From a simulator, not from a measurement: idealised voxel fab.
Process module, titled voxel gate over fins
Xsec cut, 250 nm wide, square cell size 5 nm.
Cross-section format: a grid of square cells, given as bands from top to bottom; each band is one or more rows of cells.
Read a band's entry like this: the first values are the height of its top and the height of its bottom in nm, and what follows is the sequence of materials from left to right, each with its width in nm. Note that "empty" is empty space, and that a single material marked "all across" reaches across the band from edge to edge.
Height 0 is the level under which the wafer as received is all one material. The lowest band goes on downwards, as in "0 and below".
Graded width ("30 to 40"): value in top row of band = first number; value in bottom row = second number; row-to-row change constant.
The designation "nothing got changed", where it is given for a processing step, indicates that no cell of the cross-section was altered in the course of that step.
The entry "Enclosed void listing" lists the empty spaces that cover at least 8 cells and have no open path to the top. Each is written as width x height at distance, where the distance is measured from the left edge and all three values are in nm.
It should be noted that, on the line of a given step, the content following the step's settings is a remark produced by the simulator itself with respect to that step.
A step's line can hold "overlay nm"; with a mask on that step, the setting says how far right of the planned place the mask lay, while a negative setting says it lay to the left.
Planned step list for the process
1) RECEIVE | material Si
2) CONFORMAL_DEP | material SiN | thk nm 10
3) PATTERN | tone cover | mask id FINS | material resist | width nm 15 | pitch nm 35 | thk nm 20 | overlay nm 0
4) DIRECTIONAL_ETCH | etch materials SiN | depth nm 10
5) DIRECTIONAL_ETCH | etch materials Si | depth nm 35
6) STRIP | etch materials resist
7) FILL_DEP | material SiO2 | thk nm 10
8) CMP | height nm 10
9) SELECTIVE_ETCH | etch materials SiO2 | depth nm 25
10) STRIP | etch materials SiN
11) CONFORMAL_DEP | material HfO2 | thk nm 5
12) CONFORMAL_DEP | material TiN | thk nm 5
13) CONFORMAL_DEP | material TiAl | thk nm 5
14) CONFORMAL_DEP | material TiN | thk nm 5
15) FILL_DEP | material W | thk nm 10
16) CMP | height nm 25
17) CONFORMAL_DEP | material SiN | thk nm 5
Concerning the first of two wafers, which was run in accordance with the plan
Step 1 complete: cross-section of the wafer as received
* 0 and below = Si all across
* Enclosed void listing: none
Cross-section through the wafer, step 2 finished
* 10 down to 0 = SiN all across
* Unchanged below 0.
Cross-section through the wafer, step 3 finished
* 30 down to 10 = 100 of empty, then 15 of resist, then 20 of empty, then 15 of resist, then 100 of empty
* Unchanged below 10.
Cross-section through the wafer, step 4 finished
* 30 down to 10 = 100 of empty, then 15 of resist, then 20 of empty, then 15 of resist, then 100 of empty
* 10 down to 0 = 100 of empty, then 15 of SiN, then 20 of empty, then 15 of SiN, then 100 of empty
* Unchanged below 0.
Cross-section through the wafer, step 5 finished
* 30 down to 10 = 100 of empty, then 15 of resist, then 20 of empty, then 15 of resist, then 100 of empty
* 10 down to 0 = 100 of empty, then 15 of SiN, then 20 of empty, then 15 of SiN, then 100 of empty
* 0 down to -35 = 100 of empty, then 15 of Si, then 20 of empty, then 15 of Si, then 100 of empty
* Unchanged below -35.
Cross-section through the wafer, step 6 finished
* 10 down to 0 = 100 of empty, then 15 of SiN, then 20 of empty, then 15 of SiN, then 100 of empty
* Unchanged below 0.
Cross-section through the wafer, step 7 finished
* 20 down to 10 = SiO2 all across
* 10 down to 0 = 100 of SiO2, then 15 of SiN, then 20 of SiO2, then 15 of SiN, then 100 of SiO2
* 0 down to -35 = 100 of SiO2, then 15 of Si, then 20 of SiO2, then 15 of Si, then 100 of SiO2
* Unchanged below -35.
Cross-section through the wafer, step 8 finished
* 10 down to 0 = 100 of SiO2, then 15 of SiN, then 20 of SiO2, then 15 of SiN, then 100 of SiO2
* Unchanged below 0.
Cross-section through the wafer, step 9 finished
* 10 down to 0 = 100 of empty, then 15 of SiN, then 20 of empty, then 15 of SiN, then 100 of empty
* 0 down to -15 = 100 of empty, then 15 of Si, then 20 of empty, then 15 of Si, then 100 of empty
* Unchanged below -15.
Cross-section through the wafer, step 10 finished
* 0 down to -15 = 100 of empty, then 15 of Si, then 20 of empty, then 15 of Si, then 100 of empty
* Unchanged below -15.
Cross-section through the wafer, step 11 finished
* 5 down to 0 = 95 of empty, then 25 of HfO2, then 10 of empty, then 25 of HfO2, then 95 of empty
* 0 down to -10 = 95 of empty, then 5 of HfO2, then 15 of Si, then 5 of HfO2, then 10 of empty, then 5 of HfO2, then 15 of Si, then 5 of HfO2, then 95 of empty
* -10 down to -15 = 100 of HfO2, then 15 of Si, then 20 of HfO2, then 15 of Si, then 100 of HfO2
* Unchanged below -15.
Cross-section through the wafer, step 12 finished
* 10 down to 5 = 90 of empty, then 70 of TiN, then 90 of empty
* 5 down to 0 = 90 of empty, then 5 of TiN, then 25 of HfO2, then 10 of TiN, then 25 of HfO2, then 5 of TiN, then 90 of empty
* 0 down to -5 = 90 of empty, then 5 of TiN, then 5 of HfO2, then 15 of Si, then 5 of HfO2, then 10 of TiN, then 5 of HfO2, then 15 of Si, then 5 of HfO2, then 5 of TiN, then 90 of empty
* -5 down to -10 = 95 of TiN, then 5 of HfO2, then 15 of Si, then 5 of HfO2, then 10 of TiN, then 5 of HfO2, then 15 of Si, then 5 of HfO2, then 95 of TiN
* Unchanged below -10.
Cross-section through the wafer, step 13 finished
* 15 down to 10 = 85 of empty, then 80 of TiAl, then 85 of empty
* 10 down to 5 = 85 of empty, then 5 of TiAl, then 70 of TiN, then 5 of TiAl, then 85 of empty
* 5 down to 0 = 85 of empty, then 5 of TiAl, then 5 of TiN, then 25 of HfO2, then 10 of TiN, then 25 of HfO2, then 5 of TiN, then 5 of TiAl, then 85 of empty
* 0 down to -5 = 90 of TiAl, then 5 of TiN, then 5 of HfO2, then 15 of Si, then 5 of HfO2, then 10 of TiN, then 5 of HfO2, then 15 of Si, then 5 of HfO2, then 5 of TiN, then 90 of TiAl
* Unchanged below -5.
Cross-section through the wafer, step 14 finished
* 20 down to 15 = 80 of empty, then 90 of TiN, then 80 of empty
* 15 down to 10 = 80 of empty, then 5 of TiN, then 80 of TiAl, then 5 of TiN, then 80 of empty
* 10 down to 5 = 80 of empty, then 5 of TiN, then 5 of TiAl, then 70 of TiN, then 5 of TiAl, then 5 of TiN, then 80 of empty
* 5 down to 0 = 85 of TiN, then 5 of TiAl, then 5 of TiN, then 25 of HfO2, then 10 of TiN, then 25 of HfO2, then 5 of TiN, then 5 of TiAl, then 85 of TiN
* Unchanged below 0.
Cross-section through the wafer, step 15 finished
* 30 down to 20 = W all across
* 20 down to 15 = 80 of W, then 90 of TiN, then 80 of W
* 15 down to 10 = 80 of W, then 5 of TiN, then 80 of TiAl, then 5 of TiN, then 80 of W
* 10 down to 5 = 80 of W, then 5 of TiN, then 5 of TiAl, then 70 of TiN, then 5 of TiAl, then 5 of TiN, then 80 of W
* Unchanged below 5.
Cross-section through the wafer, step 16 finished
* 25 down to 20 = W all across
* Unchanged below 20.
Cross-section through the wafer, step 17 finished
* 30 down to 25 = SiN all across
* Unchanged below 25.
It is to be noted that the second wafer proceeded from the same initial state and according to the same plan as the first, although one mistake was committed in its execution; through step 10, inclusive, the two wafers share an identical history
Second wafer cross-section, taken as of the time the plan sets for step 11 to be done: nothing got changed
Second wafer cross-section, taken as of the time the plan sets for step 12 to be done
* 5 down to 0 = 95 of empty, then 25 of TiN, then 10 of empty, then 25 of TiN, then 95 of empty
* 0 down to -10 = 95 of empty, then 5 of TiN, then 15 of Si, then 5 of TiN, then 10 of empty, then 5 of TiN, then 15 of Si, then 5 of TiN, then 95 of empty
* -10 down to -15 = 100 of TiN, then 15 of Si, then 20 of TiN, then 15 of Si, then 100 of TiN
* Unchanged below -15.
Second wafer cross-section, taken as of the time the plan sets for step 13 to be done
* 10 down to 5 = 90 of empty, then 70 of TiAl, then 90 of empty
* 5 down to 0 = 90 of empty, then 5 of TiAl, then 25 of TiN, then 10 of TiAl, then 25 of TiN, then 5 of TiAl, then 90 of empty
* 0 down to -5 = 90 of empty, then 5 of TiAl, then 5 of TiN, then 15 of Si, then 5 of TiN, then 10 of TiAl, then 5 of TiN, then 15 of Si, then 5 of TiN, then 5 of TiAl, then 90 of empty
* -5 down to -10 = 95 of TiAl, then 5 of TiN, then 15 of Si, then 5 of TiN, then 10 of TiAl, then 5 of TiN, then 15 of Si, then 5 of TiN, then 95 of TiAl
* Unchanged below -10.
Second wafer cross-section, taken as of the time the plan sets for step 14 to be done
* 15 down to 10 = 85 of empty, then 80 of TiN, then 85 of empty
* 10 down to 5 = 85 of empty, then 5 of TiN, then 70 of TiAl, then 5 of TiN, then 85 of empty
* 5 down to 0 = 85 of empty, then 5 of TiN, then 5 of TiAl, then 25 of TiN, then 10 of TiAl, then 25 of TiN, then 5 of TiAl, then 5 of TiN, then 85 of empty
* 0 down to -5 = 90 of TiN, then 5 of TiAl, then 5 of TiN, then 15 of Si, then 5 of TiN, then 10 of TiAl, then 5 of TiN, then 15 of Si, then 5 of TiN, then 5 of TiAl, then 90 of TiN
* Unchanged below -5.
Second wafer cross-section, taken as of the time the plan sets for step 15 to be done
* 25 down to 15 = W all across
* 15 down to 10 = 85 of W, then 80 of TiN, then 85 of W
* 10 down to 5 = 85 of W, then 5 of TiN, then 70 of TiAl, then 5 of TiN, then 85 of W
* 5 down to 0 = 85 of W, then 5 of TiN, then 5 of TiAl, then 25 of TiN, then 10 of TiAl, then 25 of TiN, then 5 of TiAl, then 5 of TiN, then 85 of W
* Unchanged below 0.
Second wafer cross-section, taken as of the time the plan sets for step 16 to be done: nothing got changed
Second wafer cross-section, taken as of the time the plan sets for step 17 to be done
* 30 down to 25 = SiN all across
* Unchanged below 25.
Misprocessing identified: step 11 was dropped from the plan's execution and never run
Final comparison by cell count, materials where the second wafer has more or fewer than the first: 62 fewer of HfO2 | 6 more of TiAl | 56 more of W
